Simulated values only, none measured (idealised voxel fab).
Process module, titled voxel tone inversion
Section cut is 270 nm wide and gridded with 5 nm square cells.
Square cells in a grid make up a cross-section in this document, and the grid is given as bands, listed from the top down, each one or more rows of cells.
Look at the band entry: it leads with the top's height and the bottom's height in nm. Then it lists the materials left to right, with a width in nm for each. The word "all across" on a single material says that material fills the band edge to edge. The word "empty" is empty space.
A quick word on heights: they are counted from 0, and under that level the wafer as it came to us is one material throughout. The lowest band is different from the rest in having no bottom; it simply continues downward, written as in "z 0 and below".
A width given as "30..40" starts at the first number in the band's top row and ends at the second number in its bottom row, shifting by an equal amount at every step from row to row.
The cross-section has no changed cell in any step marked "identical to before".
Reported under the label "Fully closed voids" are the empty spaces having no open way to the top and comprising 8 cells or more; the notation for each is width x height at distance, in which the distance is measured from the left edge and all three values are in nm.
Heads up: the bit after the settings on a step's line is the simulator's remark on that step.
When a step includes a mask, the "overlay nm" setting on its line states how far to the right of its planned place that mask lay, and negative values state how far to the left.
## The process steps that were planned are listed below
1) RECEIVE with material Si
2) CONFORMAL_DEP with material SiCN, thk nm 5
3) DIRECTIONAL_DEP with material aC, thk nm 20
4) PATTERN with tone cover, mask id POSTS, material resist, width nm 20, pitch nm 50, thk nm 30, overlay nm 0
5) DIRECTIONAL_ETCH with etch materials aC, depth nm 20
6) STRIP with etch materials resist
7) FILL_DEP with material lowk, thk nm 5
8) CMP with height nm 25
9) STRIP with etch materials aC
10) CONFORMAL_DEP with material TiN, thk nm 5
11) FILL_DEP with material Ru, thk nm 5
12) CMP with height nm 25
13) CONFORMAL_DEP with material SiN, thk nm 5
## The first of a set of two wafers, run to plan
## Step 1 complete: cross-section of the wafer as received
	z 0 and below: Si all across
	Fully closed voids: none
## The wafer, seen in cross-section, after step 2
	z 5 to 0: SiCN all across
	No changes below 0.
## The wafer, seen in cross-section, after step 3
	z 25 to 5: aC all across
	No changes below 5.
## The wafer, seen in cross-section, after step 4
	z 55 to 25: empty 100, resist 20, empty 30, resist 20, empty 100
	No changes below 25.
## The wafer, seen in cross-section, after step 5
	z 35 to 25: empty 100, resist 20, empty 30, resist 20, empty 100
	z 25 to 5: empty 100, aC 20, empty 30, aC 20, empty 100
	No changes below 5.
## The wafer, seen in cross-section, after step 6
	z 25 to 5: empty 100, aC 20, empty 30, aC 20, empty 100
	No changes below 5.
## The wafer, seen in cross-section, after step 7
	z 30 to 25: lowk all across
	z 25 to 5: lowk 100, aC 20, lowk 30, aC 20, lowk 100
	No changes below 5.
## The wafer, seen in cross-section, after step 8
	z 25 to 5: lowk 100, aC 20, lowk 30, aC 20, lowk 100
	No changes below 5.
## The wafer, seen in cross-section, after step 9
	z 25 to 5: lowk 100, empty 20, lowk 30, empty 20, lowk 100
	No changes below 5.
## The wafer, seen in cross-section, after step 10
	z 30 to 25: TiN 105, empty 10, TiN 40, empty 10, TiN 105
	z 25 to 10: lowk 100, TiN 5, empty 10, TiN 5, lowk 30, TiN 5, empty 10, TiN 5, lowk 100
	z 10 to 5: lowk 100, TiN 20, lowk 30, TiN 20, lowk 100
	No changes below 5.
## The wafer, seen in cross-section, after step 11
	z 35 to 30: Ru all across
	z 30 to 25: TiN 105, Ru 10, TiN 40, Ru 10, TiN 105
	z 25 to 10: lowk 100, TiN 5, Ru 10, TiN 5, lowk 30, TiN 5, Ru 10, TiN 5, lowk 100
	No changes below 10.
## The wafer, seen in cross-section, after step 12
	z 25 to 10: lowk 100, TiN 5, Ru 10, TiN 5, lowk 30, TiN 5, Ru 10, TiN 5, lowk 100
	No changes below 10.
## The wafer, seen in cross-section, after step 13
	z 30 to 25: SiN all across
	No changes below 25.
## Wafer two. Identical start, identical plan. One mistake in execution. Identical history through step 1
X-section, second wafer, when step 2 was due to finish: identical to before
## X-section, second wafer, when step 3 was due to finish
	z 20 to 0: aC all across
	No changes below 0.
## X-section, second wafer, when step 4 was due to finish
	z 50 to 20: empty 100, resist 20, empty 30, resist 20, empty 100
	No changes below 20.
## X-section, second wafer, when step 5 was due to finish
	z 30 to 20: empty 100, resist 20, empty 30, resist 20, empty 100
	z 20 to 0: empty 100, aC 20, empty 30, aC 20, empty 100
	No changes below 0.
## X-section, second wafer, when step 6 was due to finish
	z 20 to 0: empty 100, aC 20, empty 30, aC 20, empty 100
	No changes below 0.
## X-section, second wafer, when step 7 was due to finish
	z 25 to 20: lowk all across
	z 20 to 0: lowk 100, aC 20, lowk 30, aC 20, lowk 100
	No changes below 0.
X-section, second wafer, when step 8 was due to finish: identical to before
X-section, second wafer, when step 9 was due to finish: identical to before
## X-section, second wafer, when step 10 was due to finish
	z 30 to 25: TiN all across
	No changes below 25.
## X-section, second wafer, when step 11 was due to finish
	z 35 to 30: Ru all across
	No changes below 30.
## X-section, second wafer, when step 12 was due to finish
	z 25 to 20: lowk all across
	No changes below 20.
## X-section, second wafer, when step 13 was due to finish
	z 30 to 25: SiN all across
	No changes below 25.
What went wrong in running the wafer? no execution of plan step 2; skipped
Materials where the second wafer ends with more or fewer cells than the first: Ru: 12 fewer; SiCN: 54 fewer; TiN: 20 fewer; aC: 32 more; lowk: 54 more
